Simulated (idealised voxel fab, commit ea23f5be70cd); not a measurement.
The following process module bears the name voxel transistor to metal.
Pictured: cross-section cut, 200 nm wide, on a grid of 5 nm square cells.
A cross-section in this document is a grid of square cells, and it is written down as bands, the top band listed before the ones below it; a band is made up of one or more rows of cells.
Top, bottom (nm), then materials left to right with widths (nm); lone material tagged "throughout" fills the whole band edge to edge; "air" = empty space.
A quick word on heights: they are counted from 0, and under that level the wafer as it came to us is one material throughout. The lowest band is different from the rest in having no bottom; it simply continues downward, written as in "0 -> down".
Quick explanation for "30..40": the width changes in equal steps down the rows of cells, from the first number in the band's top row to the second number in its bottom row.
No cell of the cross-section changed in a step that is given as "remains unaltered".
Heads up: "Cavities, sealed" only lists the empty pockets with no open path to the top that are 8 cells or more, and it writes them as width x height at distance, distance from the left edge, in nm.
Heads up: the bit after the settings on a step's line is the simulator's remark on that step.
Regarding "overlay nm": on a step with a mask, it is the distance the mask lay to the right of its planned place; a negative value places it to the left.

Listed below are the process steps as planned:
step 1: RECEIVE,material Si
step 2: CONFORMAL_DEP,material SiO2,thk nm 5
step 3: CONFORMAL_DEP,material SiN,thk nm 15
step 4: DIRECTIONAL_DEP,material aC,thk nm 10
step 5: PATTERN,tone cover,mask id ACTIVE,material resist,width nm 110,thk nm 25,overlay nm 0
step 6: DIRECTIONAL_ETCH,etch materials aC,depth nm 10
step 7: STRIP,etch materials resist
step 8: DIRECTIONAL_ETCH,etch materials SiN,depth nm 15
step 9: DIRECTIONAL_ETCH,etch materials SiO2,depth nm 5
step 10: DIRECTIONAL_ETCH,etch materials Si,depth nm 25
step 11: STRIP,etch materials aC
step 12: FILL_DEP,material SiO2,thk nm 10
step 13: CMP,height nm 20
step 14: SELECTIVE_ETCH,etch materials SiO2,depth nm 5
step 15: STRIP,etch materials SiN
step 16: SELECTIVE_ETCH,etch materials SiO2,depth nm 5
step 17: OXIDIZE,depth nm 5
step 18: DIRECTIONAL_DEP,material polySi,thk nm 20
step 19: DIRECTIONAL_DEP,material SiCN,thk nm 10
step 20: MASKED_ETCH,tone cover,mask id GATE,width nm 20,etch materials SiCN,depth nm 20,overlay nm 0
step 21: MASKED_ETCH,tone cover,mask id GATE,width nm 20,etch materials polySi,depth nm 30,overlay nm 0
step 22: CONFORMAL_DEP,material SiO2,thk nm 5
step 23: DIRECTIONAL_ETCH,etch materials SiO2,depth nm 5
step 24: CONFORMAL_DEP,material SiN,thk nm 5
step 25: DIRECTIONAL_ETCH,etch materials SiN,depth nm 5
step 26: DIRECTIONAL_ETCH,etch materials SiO2,depth nm 5
step 27: DIRECTIONAL_ETCH,etch materials Si,depth nm 5
step 28: EPI,material pSi,thk nm 5
step 29: FILL_DEP,material SiO2,thk nm 5
step 30: CMP,height nm 30
step 31: DIRECTIONAL_DEP,material SiO2,thk nm 15
step 32: PATTERN,tone open,mask id CONTACT,material resist,width nm 20,pitch nm 80,thk nm 20,overlay nm 0
step 33: DIRECTIONAL_ETCH,etch materials SiO2,depth nm 50
step 34: STRIP,etch materials resist
step 35: CONFORMAL_DEP,material TiN,thk nm 5
step 36: FILL_DEP,material W,thk nm 10
step 37: CMP,height nm 45
step 38: DIRECTIONAL_DEP,material TiN,thk nm 5
step 39: DIRECTIONAL_DEP,material Ru,thk nm 15
step 40: MASKED_ETCH,tone cover,mask id METAL_1,width nm 20,pitch nm 80,etch materials Ru,depth nm 15,overlay nm 0
step 41: MASKED_ETCH,tone cover,mask id METAL_1,width nm 20,pitch nm 80,etch materials TiN,depth nm 5,overlay nm 0
step 42: FILL_DEP,material lowk,thk nm 10
step 43: CMP,height nm 65
step 44: CONFORMAL_DEP,material SiCN,thk nm 5
step 45: DIRECTIONAL_DEP,material lowk,thk nm 35
step 46: PATTERN,tone open,mask id METAL_2_HOLES,material resist,width nm 15,pitch nm 80,thk nm 20,overlay nm 0
step 47: DIRECTIONAL_ETCH,etch materials lowk,depth nm 35
step 48: STRIP,etch materials resist
step 49: PATTERN,tone open,mask id METAL_2,material resist,width nm 15,pitch nm 80,thk nm 20,overlay nm 0
step 50: DIRECTIONAL_ETCH,etch materials lowk,depth nm 20
step 51: DIRECTIONAL_ETCH,etch materials SiCN,depth nm 5
step 52: STRIP,etch materials resist
step 53: CONFORMAL_DEP,material TiN,thk nm 5
step 54: FILL_DEP,material Ru,thk nm 10
step 55: CMP,height nm 105
step 56: CONFORMAL_DEP,material SiCN,thk nm 5
The wafers are alike at the start. At step 49, their width nm differs. The plan lists the first wafer's value.

The first of several wafers in cross-section, exactly as it reached us after step 1:
  0 -> down  Si throughout
  Cavities, sealed: none

Each row below is a wafer at the end of the module, listing for every material the number of cells it has gained (+) or lost (-) since it was received, followed by its closed voids:
width nm 15, +42 Ru, -124 Si, +84 SiCN, +16 SiN, +350 SiO2, +88 TiN, +34 W, +358 lowk, +16 pSi, +16 polySi, Cavities, sealed: none
width nm 20, +44 Ru, -124 Si, +82 SiCN, +16 SiN, +350 SiO2, +88 TiN, +34 W, +358 lowk, +16 pSi, +16 polySi, Cavities, sealed: none
width nm 25, +50 Ru, -124 Si, +82 SiCN, +16 SiN, +350 SiO2, +90 TiN, +34 W, +350 lowk, +16 pSi, +16 polySi, Cavities, sealed: none
width nm 30, +56 Ru, -124 Si, +82 SiCN, +16 SiN, +350 SiO2, +92 TiN, +34 W, +342 lowk, +16 pSi, +16 polySi, Cavities, sealed: none
width nm 35, +62 Ru, -124 Si, +82 SiCN, +16 SiN, +350 SiO2, +94 TiN, +34 W, +334 lowk, +16 pSi, +16 polySi, Cavities, sealed: none
